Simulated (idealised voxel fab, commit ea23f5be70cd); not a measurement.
Presented below is a process module, voxel self aligned contacts.
Cross-sectional view cut (width: 285 nm; square cell size: 5 nm).
Cross-sections here: square-cell grids, written as top-down lists of bands, a band being one or more rows of cells. Band: top height; bottom height; in nm. Then, left to right: material with width in nm, for each material. "full width": a single material spanning edge to edge. "air": empty space. Zero point of the height axis is 0; under it, received wafer = one material. Lowest band: continues down indefinitely, "z 0 and below". Graded width ("30..40"): value in top row of band = first number; value in bottom row = second number; row-to-row change constant. "no modifications" means the step left every cell of the cross-section as it was. Entry "Closed void entries". Content: empty spaces with no open connection to the top, size 8 cells or greater. Each: width x height at distance. Distance: from left edge. Unit: nm. That trailing text on a step's line, after the settings, is the simulator's own remark on the step. The line of a step may include "overlay nm". On a step with a mask, this value is how far to the right of its planned place the mask lay. A negative value means the mask lay to the left.

Planned step list for the process:
step 1: RECEIVE, material Si
step 2: OXIDIZE, depth nm 5
step 3: DIRECTIONAL_DEP, material polySi, thk nm 25
step 4: DIRECTIONAL_DEP, material SiN, thk nm 15
step 5: DIRECTIONAL_DEP, material aC, thk nm 15
step 6: PATTERN, tone cover, mask id GATE, material resist, width nm 25, pitch nm 55, thk nm 30, overlay nm 0
step 7: DIRECTIONAL_ETCH, etch materials aC, depth nm 15
step 8: STRIP, etch materials resist
step 9: DIRECTIONAL_ETCH, etch materials SiN, depth nm 15
step 10: DIRECTIONAL_ETCH, etch materials polySi, depth nm 15
step 11: STRIP, etch materials aC
step 12: CONFORMAL_DEP, material SiN, thk nm 5
step 13: DIRECTIONAL_ETCH, etch materials SiN, depth nm 5
step 14: FILL_DEP, material SiO2, thk nm 10
step 15: CMP, height nm 45
step 16: MASKED_ETCH, tone open, mask id CONTACT, width nm 40, pitch nm 55, etch materials SiO2, depth nm 50, overlay nm 0
step 17: CONFORMAL_DEP, material TiN, thk nm 5
step 18: FILL_DEP, material W, thk nm 5
step 19: CMP, height nm 45
step 20: CONFORMAL_DEP, material SiN, thk nm 5
Across this set of wafers, the varied parameter is the depth nm of step 10. Starting conditions are identical for every wafer, and the plan reports the value assigned to the first wafer.

First of several wafers (as received, post step 1), cross-sectional view:
    z 0 and below = Si full width
    Closed void entries: none

Take any row and you have a wafer at the end of the module: how many cells of each material it has gained (+) or lost (-) since it was received, and then its closed voids:
depth nm 15 | -57 Si | +138 SiN | +266 SiO2 | +40 TiN | +24 W | +159 polySi | Closed void entries: none
depth nm 20 | -57 Si | +144 SiN | +294 SiO2 | +44 TiN | +28 W | +117 polySi | Closed void entries: none
depth nm 25 | -57 Si | +150 SiN | +314 SiO2 | +52 TiN | +36 W | +75 polySi | Closed void entries: none
depth nm 30 | -57 Si | +150 SiN | +314 SiO2 | +52 TiN | +36 W | +75 polySi | Closed void entries: none
depth nm 35 | -57 Si | +150 SiN | +314 SiO2 | +52 TiN | +36 W | +75 polySi | Closed void entries: none
depth nm 40 | -57 Si | +150 SiN | +314 SiO2 | +52 TiN | +36 W | +75 polySi | Closed void entries: none
